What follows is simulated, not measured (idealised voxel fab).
process module | voxel capacitor over wiring
Square cells of 5 nm make up the cross-section cut, whose width is 145 nm.
This document writes a cross-section as a grid whose cells are square, and gives it as bands, listed from the top down; one or more rows of cells form a band. It is stipulated that each band's entry specify, in nanometres, the height of the top of the band and then that of its bottom, followed by the materials of the band in left-to-right sequence, each together with its width in nanometres. A single material marked by the word "all across" is understood to fill the band from edge to edge; the word "air" is understood to denote empty space. Height datum 0, below which the as-received substrate wafer is one material. Lowest band open at the bottom, running downward: "0 -> down". Think of "30 to 40" as a width that walks from the first number to the second as you go down the band, top row to bottom row, taking equal-sized steps from row to row. Reading "identical to before" for a step: not a cell of the cross-section changed in it. "Sealed void list": sealed empty spaces, 8 cells or more, no open way to top, listed width x height at distance, with distance from the left edge and width, height and distance in nm. That trailing text on a step's line, after the settings, is the simulator's own remark on the step. overlay nm: on a step with a mask, how far right of its planned place the mask lay; negative means left.

PLANNED PROCESS STEPS
| 1 | RECEIVE: material Si |
| 2 | CONFORMAL_DEP: material SiO2, thk nm 15 |
| 3 | CONFORMAL_DEP: material SiCN, thk nm 5 |
| 4 | DIRECTIONAL_DEP: material lowk, thk nm 15 |
| 5 | PATTERN: tone open, mask id METAL_1, material resist, width nm 25, pitch nm 90, thk nm 15, overlay nm 0 |
| 6 | DIRECTIONAL_ETCH: etch materials lowk, depth nm 15 |
| 7 | DIRECTIONAL_ETCH: etch materials SiCN, depth nm 5 |
| 8 | STRIP: etch materials resist |
| 9 | CONFORMAL_DEP: material TiN, thk nm 5 |
| 10 | FILL_DEP: material Ru, thk nm 5 |
| 11 | CMP: height nm 35 |
| 12 | EPI: material Ru, thk nm 5 |
| 13 | FILL_DEP: material SiCN, thk nm 5 |
| 14 | DIRECTIONAL_DEP: material lowk, thk nm 10 |
| 15 | MASKED_ETCH: tone open, mask id PLUG_1, width nm 15, etch materials lowk, depth nm 10, overlay nm 0 |
| 16 | MASKED_ETCH: tone open, mask id PLUG_1, width nm 15, etch materials SiCN, depth nm 5, overlay nm 0 |
| 17 | CONFORMAL_DEP: material TiN, thk nm 5 |
| 18 | FILL_DEP: material Ru, thk nm 5 |
| 19 | CMP: height nm 55 |
| 20 | DIRECTIONAL_DEP: material TiN, thk nm 10 |
| 21 | DIRECTIONAL_DEP: material SiN, thk nm 5 |
| 22 | DIRECTIONAL_DEP: material TiN, thk nm 5 |
| 23 | PATTERN: tone cover, mask id UPPER_PLATE, material resist, width nm 70, thk nm 20, overlay nm 0 |
| 24 | DIRECTIONAL_ETCH: etch materials TiN, depth nm 5 |
| 25 | DIRECTIONAL_ETCH: etch materials SiN, depth nm 5 |
| 26 | STRIP: etch materials resist |
| 27 | MASKED_ETCH: tone cover, mask id LOWER_PLATE, width nm 80, etch materials TiN, depth nm 10, overlay nm 0 |
| 28 | FILL_DEP: material SiO2, thk nm 15 |
| 29 | CMP: height nm 85 |
| 30 | PATTERN: tone open, mask id PLUG_2, material resist, width nm 15, thk nm 20, overlay nm 0 |
| 31 | DIRECTIONAL_ETCH: etch materials SiO2, depth nm 10 |
| 32 | STRIP: etch materials resist |
| 33 | CONFORMAL_DEP: material TiN, thk nm 5 |
| 34 | FILL_DEP: material Ru, thk nm 10 |
| 35 | CMP: height nm 85 |
| 36 | CONFORMAL_DEP: material SiCN, thk nm 5 |

CONCERNING THE FIRST OF TWO WAFERS, WHICH WAS RUN IN ACCORDANCE WITH THE PLAN

INCOMING WAFER IN CROSS-SECTION (STATE: AFTER STEP 1)
  0 -> down | Si all across
  Sealed void list: none

YOU'RE LOOKING AT A CROSS-SECTION OF THE WAFER AFTER STEP 2
  15 -> 0 | SiO2 all across
  Unchanged below 0.

YOU'RE LOOKING AT A CROSS-SECTION OF THE WAFER AFTER STEP 3
  20 -> 15 | SiCN all across
  Unchanged below 15.

YOU'RE LOOKING AT A CROSS-SECTION OF THE WAFER AFTER STEP 4
  35 -> 20 | lowk all across
  Unchanged below 20.

YOU'RE LOOKING AT A CROSS-SECTION OF THE WAFER AFTER STEP 5
  50 -> 35 | resist: 15 / air: 25 / resist: 65 / air: 25 / resist: 15
  Unchanged below 35.

YOU'RE LOOKING AT A CROSS-SECTION OF THE WAFER AFTER STEP 6
  50 -> 35 | resist: 15 / air: 25 / resist: 65 / air: 25 / resist: 15
  35 -> 20 | lowk: 15 / air: 25 / lowk: 65 / air: 25 / lowk: 15
  Unchanged below 20.

YOU'RE LOOKING AT A CROSS-SECTION OF THE WAFER AFTER STEP 7
  50 -> 35 | resist: 15 / air: 25 / resist: 65 / air: 25 / resist: 15
  35 -> 20 | lowk: 15 / air: 25 / lowk: 65 / air: 25 / lowk: 15
  20 -> 15 | SiCN: 15 / air: 25 / SiCN: 65 / air: 25 / SiCN: 15
  Unchanged below 15.

YOU'RE LOOKING AT A CROSS-SECTION OF THE WAFER AFTER STEP 8
  35 -> 20 | lowk: 15 / air: 25 / lowk: 65 / air: 25 / lowk: 15
  Unchanged below 20.

YOU'RE LOOKING AT A CROSS-SECTION OF THE WAFER AFTER STEP 9
  40 -> 35 | TiN: 20 / air: 15 / TiN: 75 / air: 15 / TiN: 20
  35 -> 20 | lowk: 15 / TiN: 5 / air: 15 / TiN: 5 / lowk: 65 / TiN: 5 / air: 15 / TiN: 5 / lowk: 15
  20 -> 15 | SiCN: 15 / TiN: 25 / SiCN: 65 / TiN: 25 / SiCN: 15
  Unchanged below 15.

YOU'RE LOOKING AT A CROSS-SECTION OF THE WAFER AFTER STEP 10
  45 -> 40 | Ru all across
  40 -> 35 | TiN: 20 / Ru: 15 / TiN: 75 / Ru: 15 / TiN: 20
  35 -> 20 | lowk: 15 / TiN: 5 / Ru: 15 / TiN: 5 / lowk: 65 / TiN: 5 / Ru: 15 / TiN: 5 / lowk: 15
  Unchanged below 20.

YOU'RE LOOKING AT A CROSS-SECTION OF THE WAFER AFTER STEP 11
  35 -> 20 | lowk: 15 / TiN: 5 / Ru: 15 / TiN: 5 / lowk: 65 / TiN: 5 / Ru: 15 / TiN: 5 / lowk: 15
  Unchanged below 20.

YOU'RE LOOKING AT A CROSS-SECTION OF THE WAFER AFTER STEP 12
  40 -> 35 | air: 10 / Ru: 35 / air: 55 / Ru: 35 / air: 10
  Unchanged below 35.

YOU'RE LOOKING AT A CROSS-SECTION OF THE WAFER AFTER STEP 13
  45 -> 40 | SiCN all across
  40 -> 35 | SiCN: 10 / Ru: 35 / SiCN: 55 / Ru: 35 / SiCN: 10
  Unchanged below 35.

YOU'RE LOOKING AT A CROSS-SECTION OF THE WAFER AFTER STEP 14
  55 -> 45 | lowk all across
  Unchanged below 45.

YOU'RE LOOKING AT A CROSS-SECTION OF THE WAFER AFTER STEP 15
  55 -> 45 | lowk: 25 / air: 15 / lowk: 105
  Unchanged below 45.

YOU'RE LOOKING AT A CROSS-SECTION OF THE WAFER AFTER STEP 16
  55 -> 45 | lowk: 25 / air: 15 / lowk: 105
  45 -> 40 | SiCN: 25 / air: 15 / SiCN: 105
  Unchanged below 40.

YOU'RE LOOKING AT A CROSS-SECTION OF THE WAFER AFTER STEP 17
  60 -> 55 | TiN: 30 / air: 5 / TiN: 110
  55 -> 45 | lowk: 25 / TiN: 5 / air: 5 / TiN: 5 / lowk: 105
  45 -> 40 | SiCN: 25 / TiN: 15 / SiCN: 105
  Unchanged below 40.

YOU'RE LOOKING AT A CROSS-SECTION OF THE WAFER AFTER STEP 18
  65 -> 60 | Ru all across
  60 -> 55 | TiN: 30 / Ru: 5 / TiN: 110
  55 -> 45 | lowk: 25 / TiN: 5 / Ru: 5 / TiN: 5 / lowk: 105
  Unchanged below 45.

YOU'RE LOOKING AT A CROSS-SECTION OF THE WAFER AFTER STEP 19
  55 -> 45 | lowk: 25 / TiN: 5 / Ru: 5 / TiN: 5 / lowk: 105
  Unchanged below 45.

YOU'RE LOOKING AT A CROSS-SECTION OF THE WAFER AFTER STEP 20
  65 -> 55 | TiN all across
  Unchanged below 55.

YOU'RE LOOKING AT A CROSS-SECTION OF THE WAFER AFTER STEP 21
  70 -> 65 | SiN all across
  Unchanged below 65.

YOU'RE LOOKING AT A CROSS-SECTION OF THE WAFER AFTER STEP 22
  75 -> 70 | TiN all across
  Unchanged below 70.

YOU'RE LOOKING AT A CROSS-SECTION OF THE WAFER AFTER STEP 23
  95 -> 75 | air: 25 / resist: 70 / air: 50
  Unchanged below 75.

YOU'RE LOOKING AT A CROSS-SECTION OF THE WAFER AFTER STEP 24
  95 -> 75 | air: 25 / resist: 70 / air: 50
  75 -> 70 | air: 25 / TiN: 70 / air: 50
  Unchanged below 70.

YOU'RE LOOKING AT A CROSS-SECTION OF THE WAFER AFTER STEP 25
  95 -> 75 | air: 25 / resist: 70 / air: 50
  75 -> 70 | air: 25 / TiN: 70 / air: 50
  70 -> 65 | air: 25 / SiN: 70 / air: 50
  Unchanged below 65.

YOU'RE LOOKING AT A CROSS-SECTION OF THE WAFER AFTER STEP 26
  75 -> 70 | air: 25 / TiN: 70 / air: 50
  Unchanged below 70.

YOU'RE LOOKING AT A CROSS-SECTION OF THE WAFER AFTER STEP 27
  75 -> 70 | air: 25 / TiN: 70 / air: 50
  70 -> 65 | air: 25 / SiN: 70 / air: 50
  65 -> 55 | air: 20 / TiN: 80 / air: 45
  Unchanged below 55.

YOU'RE LOOKING AT A CROSS-SECTION OF THE WAFER AFTER STEP 28
  90 -> 75 | SiO2 all across
  75 -> 70 | SiO2: 25 / TiN: 70 / SiO2: 50
  70 -> 65 | SiO2: 25 / SiN: 70 / SiO2: 50
  65 -> 55 | SiO2: 20 / TiN: 80 / SiO2: 45
  Unchanged below 55.

YOU'RE LOOKING AT A CROSS-SECTION OF THE WAFER AFTER STEP 29
  85 -> 75 | SiO2 all across
  Unchanged below 75.

YOU'RE LOOKING AT A CROSS-SECTION OF THE WAFER AFTER STEP 30
  105 -> 85 | resist: 35 / air: 15 / resist: 95
  Unchanged below 85.

YOU'RE LOOKING AT A CROSS-SECTION OF THE WAFER AFTER STEP 31
  105 -> 85 | resist: 35 / air: 15 / resist: 95
  85 -> 75 | SiO2: 35 / air: 15 / SiO2: 95
  Unchanged below 75.

YOU'RE LOOKING AT A CROSS-SECTION OF THE WAFER AFTER STEP 32
  85 -> 75 | SiO2: 35 / air: 15 / SiO2: 95
  Unchanged below 75.

YOU'RE LOOKING AT A CROSS-SECTION OF THE WAFER AFTER STEP 33
  90 -> 85 | TiN: 40 / air: 5 / TiN: 100
  85 -> 80 | SiO2: 35 / TiN: 5 / air: 5 / TiN: 5 / SiO2: 95
  80 -> 70 | SiO2: 35 to 25 / TiN: 15 to 70 / SiO2: 95 to 50
  Unchanged below 70.

YOU'RE LOOKING AT A CROSS-SECTION OF THE WAFER AFTER STEP 34
  100 -> 90 | Ru all across
  90 -> 85 | TiN: 40 / Ru: 5 / TiN: 100
  85 -> 80 | SiO2: 35 / TiN: 5 / Ru: 5 / TiN: 5 / SiO2: 95
  Unchanged below 80.

YOU'RE LOOKING AT A CROSS-SECTION OF THE WAFER AFTER STEP 35
  85 -> 80 | SiO2: 35 / TiN: 5 / Ru: 5 / TiN: 5 / SiO2: 95
  Unchanged below 80.

YOU'RE LOOKING AT A CROSS-SECTION OF THE WAFER AFTER STEP 36
  90 -> 85 | SiCN all across
  Unchanged below 85.

SECOND WAFER - SHARED START AND PLAN WITH THE FIRST - ONE ERROR IN RUNNING - SAME AS THE FIRST UP TO STEP 29 INCLUSIVE

SECOND WAFER CROSS-SECTION, TAKEN AS OF THE TIME THE PLAN SETS FOR STEP 30 TO BE DONE
  105 -> 85 | resist: 45 / air: 15 / resist: 85
  Unchanged below 85.

SECOND WAFER CROSS-SECTION, TAKEN AS OF THE TIME THE PLAN SETS FOR STEP 31 TO BE DONE
  105 -> 85 | resist: 45 / air: 15 / resist: 85
  85 -> 75 | SiO2: 45 / air: 15 / SiO2: 85
  Unchanged below 75.

SECOND WAFER CROSS-SECTION, TAKEN AS OF THE TIME THE PLAN SETS FOR STEP 32 TO BE DONE
  85 -> 75 | SiO2: 45 / air: 15 / SiO2: 85
  Unchanged below 75.

SECOND WAFER CROSS-SECTION, TAKEN AS OF THE TIME THE PLAN SETS FOR STEP 33 TO BE DONE
  90 -> 85 | TiN: 50 / air: 5 / TiN: 90
  85 -> 80 | SiO2: 45 / TiN: 5 / air: 5 / TiN: 5 / SiO2: 85
  80 -> 70 | SiO2: 45 to 25 / TiN: 15 to 70 / SiO2: 85 to 50
  Unchanged below 70.

SECOND WAFER CROSS-SECTION, TAKEN AS OF THE TIME THE PLAN SETS FOR STEP 34 TO BE DONE
  100 -> 90 | Ru all across
  90 -> 85 | TiN: 50 / Ru: 5 / TiN: 90
  85 -> 80 | SiO2: 45 / TiN: 5 / Ru: 5 / TiN: 5 / SiO2: 85
  Unchanged below 80.

SECOND WAFER CROSS-SECTION, TAKEN AS OF THE TIME THE PLAN SETS FOR STEP 35 TO BE DONE
  85 -> 80 | SiO2: 45 / TiN: 5 / Ru: 5 / TiN: 5 / SiO2: 85
  Unchanged below 80.

SECOND WAFER CROSS-SECTION, TAKEN AS OF THE TIME THE PLAN SETS FOR STEP 36 TO BE DONE
  90 -> 85 | SiCN all across
  Unchanged below 85.
Which mistake was made when the wafer was run? so step 30 ended up running with a different setting than we planned, it ran as PATTERN: tone open, mask id PLUG_2, material resist, width nm 15, thk nm 20, overlay nm 10
The concluding comparison shows that, measured in cells, each material is equally abundant on both wafers, albeit at different positions.
